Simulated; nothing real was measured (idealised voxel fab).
The process module presented herein is designated voxel released beams.
Xsec cut, 240 nm wide, square cell size 5 nm.
Format of a cross-section: grid, square cells. Given as bands. Order: top down. Band: one or more rows of cells.
Heights first: top, then bottom, in nm. Then materials, left to right, each with a width in nm. "throughout" on a single material: fills the band edge to edge. "blank": empty space.
All heights in this document are referenced to 0, defined as the level beneath which the wafer, as received, consists entirely of one material. The lowest band is not bounded below; it extends indefinitely downward and is written in the form "0 down".
When a width is written as two numbers, as in "30->40", the first number is the width in the top row of cells of the band and the second is the width in its bottom row, and the width changes by the same amount from each row to the next.
When a step is marked "same as before", none of the cells in the cross-section changed during that step.
"Voids, sealed" means: voids of 8 cells or more that are shut off from the top with no open way through. Written width x height at distance, distance from the left edge, in nm.
That trailing text on a step's line, after the settings, is the simulator's own remark on the step.
What "overlay nm" on a step's line means: if the step has a mask, that mask lay this far to the right of its planned place, or, when the value is negative, to the left.
Each of the pairs that make up the rest of this document says: here is the cross-section before one process step, here is the cross-section after it, drawn only down to the lowest band that changed, and here, under the pair, is the step lying between them with its settings. Different pairs may come from different runs of this module on the same starting wafer, so a pair continues from the pair above it only where its entry headed "Structure before processing" says so.

Structure before processing
  0 down: Si throughout
  Voids, sealed: none

Post-Step Appearance
  5 to 0: SiN throughout
  Nothing below the height 0 has changed.
  Voids, sealed: none
Can you name the step between the two cross-sections above? It is CONFORMAL_DEP [material SiN] [thk nm 5]

Structure before processing: unchanged from the after cross-section in the pair immediately above; refer to that figure.

Post-Step Appearance
  25 to 5: SiO2 throughout
  Nothing below the height 5 has changed.
  Voids, sealed: none
Can you name the step between the two cross-sections above? It is DIRECTIONAL_DEP [material SiO2] [thk nm 20]

Structure before processing: unchanged from the after cross-section in the pair immediately above; refer to that figure.

Post-Step Appearance
  35 to 25: aC throughout
  Nothing below the height 25 has changed.
  Voids, sealed: none
Can you name the step between the two cross-sections above? It is DIRECTIONAL_DEP [material aC] [thk nm 10]

Structure before processing: unchanged from the after cross-section in the pair immediately above; refer to that figure.

Post-Step Appearance
  60 to 35: resist 75, then blank 40, then resist 125
  Nothing below the height 35 has changed.
  Voids, sealed: none
Can you name the step between the two cross-sections above? It is PATTERN [tone open] [mask id ANCHOR] [material resist] [width nm 40] [thk nm 25] [overlay nm 0]

Structure before processing: unchanged from the after cross-section in the pair immediately above; refer to that figure.

Post-Step Appearance
  50 to 35: resist 75, then blank 40, then resist 125
  35 to 25: aC 75, then blank 40, then aC 125
  Nothing below the height 25 has changed.
  Voids, sealed: none
Can you name the step between the two cross-sections above? It is DIRECTIONAL_ETCH [etch materials aC] [depth nm 10]

Structure before processing: unchanged from the after cross-section in the pair immediately above; refer to that figure.

Post-Step Appearance
  35 to 25: aC 75, then blank 40, then aC 125
  Nothing below the height 25 has changed.
  Voids, sealed: none
Can you name the step between the two cross-sections above? It is STRIP [etch materials resist]

Structure before processing: unchanged from the after cross-section in the pair immediately above; refer to that figure.

Post-Step Appearance
  35 to 25: aC 75, then blank 40, then aC 125
  25 to 5: SiO2 75, then blank 40, then SiO2 125
  Nothing below the height 5 has changed.
  Voids, sealed: none
Can you name the step between the two cross-sections above? It is DIRECTIONAL_ETCH [etch materials SiO2] [depth nm 20]

Structure before processing: unchanged from the after cross-section in the pair immediately above; refer to that figure.

Post-Step Appearance
  25 to 5: SiO2 75, then blank 40, then SiO2 125
  Nothing below the height 5 has changed.
  Voids, sealed: none
Can you name the step between the two cross-sections above? It is STRIP [etch materials aC]

Structure before processing: unchanged from the after cross-section in the pair immediately above; refer to that figure.

Post-Step Appearance
  40 to 25: polySi 90, then blank 10, then polySi 140
  25 to 20: SiO2 75, then polySi 15, then blank 10, then polySi 15, then SiO2 125
  20 to 5: SiO2 75, then polySi 40, then SiO2 125
  Nothing below the height 5 has changed.
  Voids, sealed: none
Can you name the step between the two cross-sections above? It is CONFORMAL_DEP [material polySi] [thk nm 15]

Structure before processing: unchanged from the after cross-section in the pair immediately above; refer to that figure.

Post-Step Appearance
  50 to 40: aC 90, then blank 10, then aC 140
  40 to 30: polySi 90, then blank 10, then polySi 140
  30 to 25: polySi 90, then aC 10, then polySi 140
  25 to 20: SiO2 75, then polySi 15, then aC 10, then polySi 15, then SiO2 125
  Nothing below the height 20 has changed.
  Voids, sealed: none
Can you name the step between the two cross-sections above? It is DIRECTIONAL_DEP [material aC] [thk nm 10]

Structure before processing: unchanged from the after cross-section in the pair immediately above; refer to that figure.

Post-Step Appearance
  80 to 50: blank 70, then resist 90, then blank 80
  50 to 40: aC 90, then resist 10, then aC 140
  40 to 30: polySi 90, then resist 10, then polySi 140
  Nothing below the height 30 has changed.
  Voids, sealed: none
Can you name the step between the two cross-sections above? It is PATTERN [tone cover] [mask id BEAM] [material resist] [width nm 90] [thk nm 30] [overlay nm 0]

Structure before processing: unchanged from the after cross-section in the pair immediately above; refer to that figure.

Post-Step Appearance
  70 to 50: blank 70, then resist 90, then blank 80
  50 to 40: blank 70, then aC 20, then resist 10, then aC 60, then blank 80
  Nothing below the height 40 has changed.
  Voids, sealed: none
Can you name the step between the two cross-sections above? It is DIRECTIONAL_ETCH [etch materials aC] [depth nm 10]

Structure before processing: unchanged from the after cross-section in the pair immediately above; refer to that figure.

Post-Step Appearance
  50 to 40: blank 70, then aC 20, then blank 10, then aC 60, then blank 80
  40 to 30: polySi 90, then blank 10, then polySi 140
  Nothing below the height 30 has changed.
  Voids, sealed: none
Can you name the step between the two cross-sections above? It is STRIP [etch materials resist]

Structure before processing: unchanged from the after cross-section in the pair immediately above; refer to that figure.

Post-Step Appearance
  50 to 40: blank 70, then aC 20, then blank 10, then aC 60, then blank 80
  40 to 30: blank 70, then polySi 20, then blank 10, then polySi 60, then blank 80
  30 to 25: blank 70, then polySi 20, then aC 10, then polySi 60, then blank 80
  Nothing below the height 25 has changed.
  Voids, sealed: none
Can you name the step between the two cross-sections above? It is DIRECTIONAL_ETCH [etch materials polySi] [depth nm 15]

Structure before processing: unchanged from the after cross-section in the pair immediately above; refer to that figure.

Post-Step Appearance
  40 to 25: blank 70, then polySi 20, then blank 10, then polySi 60, then blank 80
  25 to 20: SiO2 75, then polySi 15, then blank 10, then polySi 15, then SiO2 125
  Nothing below the height 20 has changed.
  Voids, sealed: none
Can you name the step between the two cross-sections above? It is STRIP [etch materials aC]

Structure before processing: unchanged from the after cross-section in the pair immediately above; refer to that figure.

Post-Step Appearance
  40 to 25: blank 70, then polySi 20, then blank 10, then polySi 60, then blank 80
  25 to 20: blank 75, then polySi 15, then blank 10, then polySi 15, then blank 125
  20 to 5: blank 75, then polySi 40, then blank 125
  Nothing below the height 5 has changed.
  Voids, sealed: none
Can you name the step between the two cross-sections above? It is STRIP [etch materials SiO2]

Structure before processing
  0 down: Si throughout
  Voids, sealed: none

Post-Step Appearance
  20 to 0: SiO2 throughout
  Nothing below the height 0 has changed.
  Voids, sealed: none
Can you name the step between the two cross-sections above? It is DIRECTIONAL_DEP [material SiO2] [thk nm 20]

Structure before processing: unchanged from the after cross-section in the pair immediately above; refer to that figure.

Post-Step Appearance
  30 to 20: aC throughout
  Nothing below the height 20 has changed.
  Voids, sealed: none
Can you name the step between the two cross-sections above? It is DIRECTIONAL_DEP [material aC] [thk nm 10]

Structure before processing: unchanged from the after cross-section in the pair immediately above; refer to that figure.

Post-Step Appearance
  55 to 30: resist 75, then blank 40, then resist 125
  Nothing below the height 30 has changed.
  Voids, sealed: none
Can you name the step between the two cross-sections above? It is PATTERN [tone open] [mask id ANCHOR] [material resist] [width nm 40] [thk nm 25] [overlay nm 0]

Structure before processing: unchanged from the after cross-section in the pair immediately above; refer to that figure.

Post-Step Appearance
  45 to 30: resist 75, then blank 40, then resist 125
  30 to 20: aC 75, then blank 40, then aC 125
  Nothing below the height 20 has changed.
  Voids, sealed: none
Can you name the step between the two cross-sections above? It is DIRECTIONAL_ETCH [etch materials aC] [depth nm 10]

Structure before processing: unchanged from the after cross-section in the pair immediately above; refer to that figure.

Post-Step Appearance
  30 to 20: aC 75, then blank 40, then aC 125
  Nothing below the height 20 has changed.
  Voids, sealed: none
Can you name the step between the two cross-sections above? It is STRIP [etch materials resist]

Structure before processing: unchanged from the after cross-section in the pair immediately above; refer to that figure.

Post-Step Appearance
  30 to 20: aC 75, then blank 40, then aC 125
  20 to 0: SiO2 75, then blank 40, then SiO2 125
  Nothing below the height 0 has changed.
  Voids, sealed: none
Can you name the step between the two cross-sections above? It is DIRECTIONAL_ETCH [etch materials SiO2] [depth nm 20]

Structure before processing: unchanged from the after cross-section in the pair immediately above; refer to that figure.

Post-Step Appearance
  20 to 0: SiO2 75, then blank 40, then SiO2 125
  Nothing below the height 0 has changed.
  Voids, sealed: none
Can you name the step between the two cross-sections above? It is STRIP [etch materials aC]

Structure before processing: unchanged from the after cross-section in the pair immediately above; refer to that figure.

Post-Step Appearance
  35 to 20: polySi 90, then blank 10, then polySi 140
  20 to 15: SiO2 75, then polySi 15, then blank 10, then polySi 15, then SiO2 125
  15 to 0: SiO2 75, then polySi 40, then SiO2 125
  Nothing below the height 0 has changed.
  Voids, sealed: none
Can you name the step between the two cross-sections above? It is CONFORMAL_DEP [material polySi] [thk nm 15]

Structure before processing: unchanged from the after cross-section in the pair immediately above; refer to that figure.

Post-Step Appearance
  45 to 35: aC 90, then blank 10, then aC 140
  35 to 25: polySi 90, then blank 10, then polySi 140
  25 to 20: polySi 90, then aC 10, then polySi 140
  20 to 15: SiO2 75, then polySi 15, then aC 10, then polySi 15, then SiO2 125
  Nothing below the height 15 has changed.
  Voids, sealed: none
Can you name the step between the two cross-sections above? It is DIRECTIONAL_DEP [material aC] [thk nm 10]

Structure before processing: unchanged from the after cross-section in the pair immediately above; refer to that figure.

Post-Step Appearance
  75 to 45: blank 70, then resist 90, then blank 80
  45 to 35: aC 90, then resist 10, then aC 140
  35 to 25: polySi 90, then resist 10, then polySi 140
  Nothing below the height 25 has changed.
  Voids, sealed: none
Can you name the step between the two cross-sections above? It is PATTERN [tone cover] [mask id BEAM] [material resist] [width nm 90] [thk nm 30] [overlay nm 0]

Structure before processing: unchanged from the after cross-section in the pair immediately above; refer to that figure.

Post-Step Appearance
  65 to 45: blank 70, then resist 90, then blank 80
  45 to 35: blank 70, then aC 20, then resist 10, then aC 60, then blank 80
  Nothing below the height 35 has changed.
  Voids, sealed: none
Can you name the step between the two cross-sections above? It is DIRECTIONAL_ETCH [etch materials aC] [depth nm 10]

Structure before processing: unchanged from the after cross-section in the pair immediately above; refer to that figure.

Post-Step Appearance
  45 to 35: blank 70, then aC 20, then blank 10, then aC 60, then blank 80
  35 to 25: polySi 90, then blank 10, then polySi 140
  Nothing below the height 25 has changed.
  Voids, sealed: none
Can you name the step between the two cross-sections above? It is STRIP [etch materials resist]

Structure before processing: unchanged from the after cross-section in the pair immediately above; refer to that figure.

Post-Step Appearance
  45 to 35: blank 70, then aC 20, then blank 10, then aC 60, then blank 80
  35 to 25: blank 70, then polySi 20, then blank 10, then polySi 60, then blank 80
  25 to 20: blank 70, then polySi 20, then aC 10, then polySi 60, then blank 80
  Nothing below the height 20 has changed.
  Voids, sealed: none
Can you name the step between the two cross-sections above? It is DIRECTIONAL_ETCH [etch materials polySi] [depth nm 15]

Structure before processing: unchanged from the after cross-section in the pair immediately above; refer to that figure.

Post-Step Appearance
  35 to 20: blank 70, then polySi 20, then blank 10, then polySi 60, then blank 80
  20 to 15: SiO2 75, then polySi 15, then blank 10, then polySi 15, then SiO2 125
  Nothing below the height 15 has changed.
  Voids, sealed: none
Can you name the step between the two cross-sections above? It is STRIP [etch materials aC]

Structure before processing: unchanged from the after cross-section in the pair immediately above; refer to that figure.

Post-Step Appearance
  35 to 20: blank 70, then polySi 20, then blank 10, then polySi 60, then blank 80
  20 to 15: blank 75, then polySi 15, then blank 10, then polySi 15, then blank 125
  15 to 0: blank 75, then polySi 40, then blank 125
  Nothing below the height 0 has changed.
  Voids, sealed: none
Can you name the step between the two cross-sections above? It is STRIP [etch materials SiO2]

Structure before processing
  40 to 25: polySi 90, then blank 10, then polySi 140
  25 to 20: SiO2 75, then polySi 15, then blank 10, then polySi 15, then SiO2 125
  20 to 5: SiO2 75, then polySi 40, then SiO2 125
  5 to 0: SiN throughout
  0 down: Si throughout
  Voids, sealed: none

Post-Step Appearance
  55 to 25: polySi throughout
  25 to 5: SiO2 75, then polySi 40, then SiO2 125
  Nothing below the height 5 has changed.
  Voids, sealed: none
Can you name the step between the two cross-sections above? It is CONFORMAL_DEP [material polySi] [thk nm 15]

Structure before processing: unchanged from the after cross-section in the pair immediately above; refer to that figure.

Post-Step Appearance
  65 to 55: aC throughout
  Nothing below the height 55 has changed.
  Voids, sealed: none
Can you name the step between the two cross-sections above? It is DIRECTIONAL_DEP [material aC] [thk nm 10]

Structure before processing: unchanged from the after cross-section in the pair immediately above; refer to that figure.

Post-Step Appearance
  95 to 65: blank 70, then resist 90, then blank 80
  Nothing below the height 65 has changed.
  Voids, sealed: none
Can you name the step between the two cross-sections above? It is PATTERN [tone cover] [mask id BEAM] [material resist] [width nm 90] [thk nm 30] [overlay nm 0]

Structure before processing: unchanged from the after cross-section in the pair immediately above; refer to that figure.

Post-Step Appearance
  85 to 65: blank 70, then resist 90, then blank 80
  65 to 55: blank 70, then aC 90, then blank 80
  Nothing below the height 55 has changed.
  Voids, sealed: none
Can you name the step between the two cross-sections above? It is DIRECTIONAL_ETCH [etch materials aC] [depth nm 10]

Structure before processing: unchanged from the after cross-section in the pair immediately above; refer to that figure.

Post-Step Appearance
  65 to 55: blank 70, then aC 90, then blank 80
  Nothing below the height 55 has changed.
  Voids, sealed: none
Can you name the step between the two cross-sections above? It is STRIP [etch materials resist]

Structure before processing: unchanged from the after cross-section in the pair immediately above; refer to that figure.

Post-Step Appearance
  65 to 55: blank 70, then aC 90, then blank 80
  55 to 40: blank 70, then polySi 90, then blank 80
  Nothing below the height 40 has changed.
  Voids, sealed: none
Can you name the step between the two cross-sections above? It is DIRECTIONAL_ETCH [etch materials polySi] [depth nm 15]

Structure before processing: unchanged from the after cross-section in the pair immediately above; refer to that figure.

Post-Step Appearance
  55 to 40: blank 70, then polySi 90, then blank 80
  Nothing below the height 40 has changed.
  Voids, sealed: none
Can you name the step between the two cross-sections above? It is STRIP [etch materials aC]

Structure before processing
  20 to 0: SiO2 throughout
  0 down: Si throughout
  Voids, sealed: none

Post-Step Appearance
  25 to 20: SiN throughout
  Nothing below the height 20 has changed.
  Voids, sealed: none
Can you name the step between the two cross-sections above? It is CONFORMAL_DEP [material SiN] [thk nm 5]

Structure before processing: unchanged from the after cross-section in the pair immediately above; refer to that figure.

Post-Step Appearance
  35 to 25: aC throughout
  Nothing below the height 25 has changed.
  Voids, sealed: none
Can you name the step between the two cross-sections above? It is DIRECTIONAL_DEP [material aC] [thk nm 10]

Structure before processing: unchanged from the after cross-section in the pair immediately above; refer to that figure.

Post-Step Appearance
  60 to 35: resist 75, then blank 40, then resist 125
  Nothing below the height 35 has changed.
  Voids, sealed: none
Can you name the step between the two cross-sections above? It is PATTERN [tone open] [mask id ANCHOR] [material resist] [width nm 40] [thk nm 25] [overlay nm 0]

Structure before processing: unchanged from the after cross-section in the pair immediately above; refer to that figure.

Post-Step Appearance
  50 to 35: resist 75, then blank 40, then resist 125
  35 to 25: aC 75, then blank 40, then aC 125
  Nothing below the height 25 has changed.
  Voids, sealed: none
Can you name the step between the two cross-sections above? It is DIRECTIONAL_ETCH [etch materials aC] [depth nm 10]

Structure before processing: unchanged from the after cross-section in the pair immediately above; refer to that figure.

Post-Step Appearance
  35 to 25: aC 75, then blank 40, then aC 125
  Nothing below the height 25 has changed.
  Voids, sealed: none
Can you name the step between the two cross-sections above? It is STRIP [etch materials resist]

Structure before processing: unchanged from the after cross-section in the pair immediately above; refer to that figure.

Post-Step Appearance
  25 to 20: SiN throughout
  Nothing below the height 20 has changed.
  Voids, sealed: none
Can you name the step between the two cross-sections above? It is STRIP [etch materials aC]

Structure before processing: unchanged from the after cross-section in the pair immediately above; refer to that figure.

Post-Step Appearance
  40 to 25: polySi throughout
  Nothing below the height 25 has changed.
  Voids, sealed: none
Can you name the step between the two cross-sections above? It is CONFORMAL_DEP [material polySi] [thk nm 15]

Structure before processing: unchanged from the after cross-section in the pair immediately above; refer to that figure.

Post-Step Appearance
  50 to 40: aC throughout
  Nothing below the height 40 has changed.
  Voids, sealed: none
Can you name the step between the two cross-sections above? It is DIRECTIONAL_DEP [material aC] [thk nm 10]

Structure before processing: unchanged from the after cross-section in the pair immediately above; refer to that figure.

Post-Step Appearance
  80 to 50: blank 70, then resist 90, then blank 80
  Nothing below the height 50 has changed.
  Voids, sealed: none
Can you name the step between the two cross-sections above? It is PATTERN [tone cover] [mask id BEAM] [material resist] [width nm 90] [thk nm 30] [overlay nm 0]

Structure before processing: unchanged from the after cross-section in the pair immediately above; refer to that figure.

Post-Step Appearance
  70 to 50: blank 70, then resist 90, then blank 80
  50 to 40: blank 70, then aC 90, then blank 80
  Nothing below the height 40 has changed.
  Voids, sealed: none
Can you name the step between the two cross-sections above? It is DIRECTIONAL_ETCH [etch materials aC] [depth nm 10]

Structure before processing: unchanged from the after cross-section in the pair immediately above; refer to that figure.

Post-Step Appearance
  50 to 40: blank 70, then aC 90, then blank 80
  Nothing below the height 40 has changed.
  Voids, sealed: none
Can you name the step between the two cross-sections above? It is STRIP [etch materials resist]

Structure before processing: unchanged from the after cross-section in the pair immediately above; refer to that figure.

Post-Step Appearance
  50 to 40: blank 70, then aC 90, then blank 80
  40 to 25: blank 70, then polySi 90, then blank 80
  Nothing below the height 25 has changed.
  Voids, sealed: none
Can you name the step between the two cross-sections above? It is DIRECTIONAL_ETCH [etch materials polySi] [depth nm 15]

Structure before processing: unchanged from the after cross-section in the pair immediately above; refer to that figure.

Post-Step Appearance
  40 to 25: blank 70, then polySi 90, then blank 80
  Nothing below the height 25 has changed.
  Voids, sealed: none
Can you name the step between the two cross-sections above? It is STRIP [etch materials aC]

Structure before processing
  0 down: Si throughout
  Voids, sealed: none

Post-Step Appearance
  15 to 0: SiN throughout
  Nothing below the height 0 has changed.
  Voids, sealed: none
Can you name the step between the two cross-sections above? It is CONFORMAL_DEP [material SiN] [thk nm 15]

Structure before processing: unchanged from the after cross-section in the pair immediately above; refer to that figure.

Post-Step Appearance
  35 to 15: SiO2 throughout
  Nothing below the height 15 has changed.
  Voids, sealed: none
Can you name the step between the two cross-sections above? It is DIRECTIONAL_DEP [material SiO2] [thk nm 20]

Structure before processing: unchanged from the after cross-section in the pair immediately above; refer to that figure.

Post-Step Appearance
  45 to 35: aC throughout
  Nothing below the height 35 has changed.
  Voids, sealed: none
Can you name the step between the two cross-sections above? It is DIRECTIONAL_DEP [material aC] [thk nm 10]

Structure before processing: unchanged from the after cross-section in the pair immediately above; refer to that figure.

Post-Step Appearance
  70 to 45: resist 75, then blank 40, then resist 125
  Nothing below the height 45 has changed.
  Voids, sealed: none
Can you name the step between the two cross-sections above? It is PATTERN [tone open] [mask id ANCHOR] [material resist] [width nm 40] [thk nm 25] [overlay nm 0]

Structure before processing: unchanged from the after cross-section in the pair immediately above; refer to that figure.

Post-Step Appearance
  60 to 45: resist 75, then blank 40, then resist 125
  45 to 35: aC 75, then blank 40, then aC 125
  Nothing below the height 35 has changed.
  Voids, sealed: none
Can you name the step between the two cross-sections above? It is DIRECTIONAL_ETCH [etch materials aC] [depth nm 10]

Structure before processing: unchanged from the after cross-section in the pair immediately above; refer to that figure.

Post-Step Appearance
  45 to 35: aC 75, then blank 40, then aC 125
  Nothing below the height 35 has changed.
  Voids, sealed: none
Can you name the step between the two cross-sections above? It is STRIP [etch materials resist]

Structure before processing: unchanged from the after cross-section in the pair immediately above; refer to that figure.

Post-Step Appearance
  45 to 35: aC 75, then blank 40, then aC 125
  35 to 15: SiO2 75, then blank 40, then SiO2 125
  Nothing below the height 15 has changed.
  Voids, sealed: none
Can you name the step between the two cross-sections above? It is DIRECTIONAL_ETCH [etch materials SiO2] [depth nm 20]

Structure before processing: unchanged from the after cross-section in the pair immediately above; refer to that figure.

Post-Step Appearance
  35 to 15: SiO2 75, then blank 40, then SiO2 125
  Nothing below the height 15 has changed.
  Voids, sealed: none
Can you name the step between the two cross-sections above? It is STRIP [etch materials aC]

Structure before processing: unchanged from the after cross-section in the pair immediately above; refer to that figure.

Post-Step Appearance
  50 to 35: polySi 90, then blank 10, then polySi 140
  35 to 30: SiO2 75, then polySi 15, then blank 10, then polySi 15, then SiO2 125
  30 to 15: SiO2 75, then polySi 40, then SiO2 125
  Nothing below the height 15 has changed.
  Voids, sealed: none
Can you name the step between the two cross-sections above? It is CONFORMAL_DEP [material polySi] [thk nm 15]

Structure before processing: unchanged from the after cross-section in the pair immediately above; refer to that figure.

Post-Step Appearance
  60 to 50: aC 90, then blank 10, then aC 140
  50 to 40: polySi 90, then blank 10, then polySi 140
  40 to 35: polySi 90, then aC 10, then polySi 140
  35 to 30: SiO2 75, then polySi 15, then aC 10, then polySi 15, then SiO2 125
  Nothing below the height 30 has changed.
  Voids, sealed: none
Can you name the step between the two cross-sections above? It is DIRECTIONAL_DEP [material aC] [thk nm 10]

Structure before processing: unchanged from the after cross-section in the pair immediately above; refer to that figure.

Post-Step Appearance
  90 to 60: blank 70, then resist 90, then blank 80
  60 to 50: aC 90, then resist 10, then aC 140
  50 to 40: polySi 90, then resist 10, then polySi 140
  Nothing below the height 40 has changed.
  Voids, sealed: none
Can you name the step between the two cross-sections above? It is PATTERN [tone cover] [mask id BEAM] [material resist] [width nm 90] [thk nm 30] [overlay nm 0]

Structure before processing: unchanged from the after cross-section in the pair immediately above; refer to that figure.

Post-Step Appearance
  80 to 60: blank 70, then resist 90, then blank 80
  60 to 50: blank 70, then aC 20, then resist 10, then aC 60, then blank 80
  Nothing below the height 50 has changed.
  Voids, sealed: none
Can you name the step between the two cross-sections above? It is DIRECTIONAL_ETCH [etch materials aC] [depth nm 10]

Structure before processing: unchanged from the after cross-section in the pair immediately above; refer to that figure.

Post-Step Appearance
  60 to 50: blank 70, then aC 20, then blank 10, then aC 60, then blank 80
  50 to 40: polySi 90, then blank 10, then polySi 140
  Nothing below the height 40 has changed.
  Voids, sealed: none
Can you name the step between the two cross-sections above? It is STRIP [etch materials resist]

Structure before processing: unchanged from the after cross-section in the pair immediately above; refer to that figure.

Post-Step Appearance
  60 to 50: blank 70, then aC 20, then blank 10, then aC 60, then blank 80
  50 to 40: blank 70, then polySi 20, then blank 10, then polySi 60, then blank 80
  40 to 35: blank 70, then polySi 20, then aC 10, then polySi 60, then blank 80
  Nothing below the height 35 has changed.
  Voids, sealed: none
Can you name the step between the two cross-sections above? It is DIRECTIONAL_ETCH [etch materials polySi] [depth nm 15]

Structure before processing: unchanged from the after cross-section in the pair immediately above; refer to that figure.

Post-Step Appearance
  50 to 35: blank 70, then polySi 20, then blank 10, then polySi 60, then blank 80
  35 to 30: SiO2 75, then polySi 15, then blank 10, then polySi 15, then SiO2 125
  Nothing below the height 30 has changed.
  Voids, sealed: none
Can you name the step between the two cross-sections above? It is STRIP [etch materials aC]

Structure before processing: unchanged from the after cross-section in the pair immediately above; refer to that figure.

Post-Step Appearance
  50 to 35: blank 70, then polySi 20, then blank 10, then polySi 60, then blank 80
  35 to 30: blank 75, then polySi 15, then blank 10, then polySi 15, then blank 125
  30 to 15: blank 75, then polySi 40, then blank 125
  Nothing below the height 15 has changed.
  Voids, sealed: none
Can you name the step between the two cross-sections above? It is STRIP [etch materials SiO2]

Structure before processing
  50 to 40: aC 90, then blank 10, then aC 140
  40 to 30: polySi 90, then blank 10, then polySi 140
  30 to 25: polySi 90, then aC 10, then polySi 140
  25 to 20: SiO2 75, then polySi 15, then aC 10, then polySi 15, then SiO2 125
  20 to 5: SiO2 75, then polySi 40, then SiO2 125
  5 to 0: SiN throughout
  0 down: Si throughout
  Voids, sealed: none

Post-Step Appearance
  80 to 50: blank 75, then resist 80, then blank 85
  50 to 40: aC 90, then resist 10, then aC 140
  40 to 30: polySi 90, then resist 10, then polySi 140
  Nothing below the height 30 has changed.
  Voids, sealed: none
Can you name the step between the two cross-sections above? It is PATTERN [tone cover] [mask id BEAM] [material resist] [width nm 80] [thk nm 30] [overlay nm 0]

Structure before processing: unchanged from the after cross-section in the pair immediately above; refer to that figure.

Post-Step Appearance
  70 to 50: blank 75, then resist 80, then blank 85
  50 to 40: blank 75, then aC 15, then resist 10, then aC 55, then blank 85
  Nothing below the height 40 has changed.
  Voids, sealed: none
Can you name the step between the two cross-sections above? It is DIRECTIONAL_ETCH [etch materials aC] [depth nm 10]

Structure before processing: unchanged from the after cross-section in the pair immediately above; refer to that figure.

Post-Step Appearance
  50 to 40: blank 75, then aC 15, then blank 10, then aC 55, then blank 85
  40 to 30: polySi 90, then blank 10, then polySi 140
  Nothing below the height 30 has changed.
  Voids, sealed: none
Can you name the step between the two cross-sections above? It is STRIP [etch materials resist]

Structure before processing: unchanged from the after cross-section in the pair immediately above; refer to that figure.

Post-Step Appearance
  50 to 40: blank 75, then aC 15, then blank 10, then aC 55, then blank 85
  40 to 30: blank 75, then polySi 15, then blank 10, then polySi 55, then blank 85
  30 to 25: blank 75, then polySi 15, then aC 10, then polySi 55, then blank 85
  Nothing below the height 25 has changed.
  Voids, sealed: none
Can you name the step between the two cross-sections above? It is DIRECTIONAL_ETCH [etch materials polySi] [depth nm 15]

Structure before processing: unchanged from the after cross-section in the pair immediately above; refer to that figure.

Post-Step Appearance
  40 to 25: blank 75, then polySi 15, then blank 10, then polySi 55, then blank 85
  25 to 20: SiO2 75, then polySi 15, then blank 10, then polySi 15, then SiO2 125
  Nothing below the height 20 has changed.
  Voids, sealed: none
Can you name the step between the two cross-sections above? It is STRIP [etch materials aC]

Structure before processing: unchanged from the after cross-section in the pair immediately above; refer to that figure.

Post-Step Appearance
  40 to 25: blank 75, then polySi 15, then blank 10, then polySi 55, then blank 85
  25 to 20: blank 75, then polySi 15, then blank 10, then polySi 15, then blank 125
  20 to 5: blank 75, then polySi 40, then blank 125
  Nothing below the height 5 has changed.
  Voids, sealed: none
Can you name the step between the two cross-sections above? It is STRIP [etch materials SiO2]

Structure before processing
  35 to 25: aC throughout
  25 to 5: SiO2 throughout
  5 to 0: SiN throughout
  0 down: Si throughout
  Voids, sealed: none

Post-Step Appearance
  60 to 35: resist 85, then blank 40, then resist 115
  Nothing below the height 35 has changed.
  Voids, sealed: none
Can you name the step between the two cross-sections above? It is PATTERN [tone open] [mask id ANCHOR] [material resist] [width nm 40] [thk nm 25] [overlay nm 10]

Structure before processing: unchanged from the after cross-section in the pair immediately above; refer to that figure.

Post-Step Appearance
  50 to 35: resist 85, then blank 40, then resist 115
  35 to 25: aC 85, then blank 40, then aC 115
  Nothing below the height 25 has changed.
  Voids, sealed: none
Can you name the step between the two cross-sections above? It is DIRECTIONAL_ETCH [etch materials aC] [depth nm 10]

Structure before processing: unchanged from the after cross-section in the pair immediately above; refer to that figure.

Post-Step Appearance
  35 to 25: aC 85, then blank 40, then aC 115
  Nothing below the height 25 has changed.
  Voids, sealed: none
Can you name the step between the two cross-sections above? It is STRIP [etch materials resist]

Structure before processing: unchanged from the after cross-section in the pair immediately above; refer to that figure.

Post-Step Appearance
  35 to 25: aC 85, then blank 40, then aC 115
  25 to 5: SiO2 85, then blank 40, then SiO2 115
  Nothing below the height 5 has changed.
  Voids, sealed: none
Can you name the step between the two cross-sections above? It is DIRECTIONAL_ETCH [etch materials SiO2] [depth nm 20]

Structure before processing: unchanged from the after cross-section in the pair immediately above; refer to that figure.

Post-Step Appearance
  25 to 5: SiO2 85, then blank 40, then SiO2 115
  Nothing below the height 5 has changed.
  Voids, sealed: none
Can you name the step between the two cross-sections above? It is STRIP [etch materials aC]

Structure before processing: unchanged from the after cross-section in the pair immediately above; refer to that figure.

Post-Step Appearance
  40 to 25: polySi 100, then blank 10, then polySi 130
  25 to 20: SiO2 85, then polySi 15, then blank 10, then polySi 15, then SiO2 115
  20 to 5: SiO2 85, then polySi 40, then SiO2 115
  Nothing below the height 5 has changed.
  Voids, sealed: none
Can you name the step between the two cross-sections above? It is CONFORMAL_DEP [material polySi] [thk nm 15]

Structure before processing: unchanged from the after cross-section in the pair immediately above; refer to that figure.

Post-Step Appearance
  50 to 40: aC 100, then blank 10, then aC 130
  40 to 30: polySi 100, then blank 10, then polySi 130
  30 to 25: polySi 100, then aC 10, then polySi 130
  25 to 20: SiO2 85, then polySi 15, then aC 10, then polySi 15, then SiO2 115
  Nothing below the height 20 has changed.
  Voids, sealed: none
Can you name the step between the two cross-sections above? It is DIRECTIONAL_DEP [material aC] [thk nm 10]

Structure before processing: unchanged from the after cross-section in the pair immediately above; refer to that figure.

Post-Step Appearance
  80 to 50: blank 70, then resist 90, then blank 80
  50 to 40: aC 100, then resist 10, then aC 130
  40 to 30: polySi 100, then resist 10, then polySi 130
  Nothing below the height 30 has changed.
  Voids, sealed: none
Can you name the step between the two cross-sections above? It is PATTERN [tone cover] [mask id BEAM] [material resist] [width nm 90] [thk nm 30] [overlay nm 0]

Structure before processing: unchanged from the after cross-section in the pair immediately above; refer to that figure.

Post-Step Appearance
  70 to 50: blank 70, then resist 90, then blank 80
  50 to 40: blank 70, then aC 30, then resist 10, then aC 50, then blank 80
  Nothing below the height 40 has changed.
  Voids, sealed: none
Can you name the step between the two cross-sections above? It is DIRECTIONAL_ETCH [etch materials aC] [depth nm 10]

Structure before processing: unchanged from the after cross-section in the pair immediately above; refer to that figure.

Post-Step Appearance
  50 to 40: blank 70, then aC 30, then blank 10, then aC 50, then blank 80
  40 to 30: polySi 100, then blank 10, then polySi 130
  Nothing below the height 30 has changed.
  Voids, sealed: none
Can you name the step between the two cross-sections above? It is STRIP [etch materials resist]
